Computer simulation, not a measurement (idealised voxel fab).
Process module name: voxel trench capacitor
The cross-section shown here is cut; it is 205 nm wide and divided into square cells measuring 5 nm on a side.
Format of a cross-section: grid, square cells. Given as bands. Order: top down. Band: one or more rows of cells. Per band: top height and bottom height in nm, followed by the left-to-right materials and their widths in nm; "edge to edge" marks a single material spanning edge to edge, "air" marks empty space. The level at which height equals 0 is the one under which the wafer, as it arrives, is entirely one material. No lower edge exists for the bottom band, which continues downward and is notated as in "0..down". So if you see something like "30..40" for the width, read it as the top row of the band sitting at the first number and the bottom row at the second, with every row in between moving by the same amount as the last. "nothing altered", as given for a step, is the statement that not any cell of the cross-section underwent a change during that step. Voids not open to the top, 8 cells minimum: see "Trapped void list". Written width x height at distance; distance is from the left edge; nm. Post-settings text on a step line: simulator's own remark regarding the step. The "overlay nm" setting may appear on a step's line; for a step that uses a mask, it gives how far to the right of its planned position the mask lay, and a negative value indicates the left.

# Planned process steps
1: RECEIVE [material Si]
2: CONFORMAL_DEP [material SiN] [thk nm 10]
3: PATTERN [tone open] [mask id TRENCH] [material resist] [width nm 20] [pitch nm 50] [thk nm 15] [overlay nm 0]
4: DIRECTIONAL_ETCH [etch materials SiN] [depth nm 10]
5: DIRECTIONAL_ETCH [etch materials Si] [depth nm 35]
6: STRIP [etch materials resist]
7: CONFORMAL_DEP [material Al2O3] [thk nm 5]
8: FILL_DEP [material polySi] [thk nm 10]
9: CMP [height nm 10]

# Cross-section of the wafer as it came to us, i.e., already through step 1
  0..down: Si edge to edge
  Trapped void list: none

# End state of the module in cross-section, given the above starting point and plan and one mistake in execution
  10..0: Al2O3 edge to edge
  0..down: Si edge to edge
  Trapped void list: none
Against the plan, the run slipped here: step 2 did not happen as planned, as run it was CONFORMAL_DEP [material Al2O3] [thk nm 10]
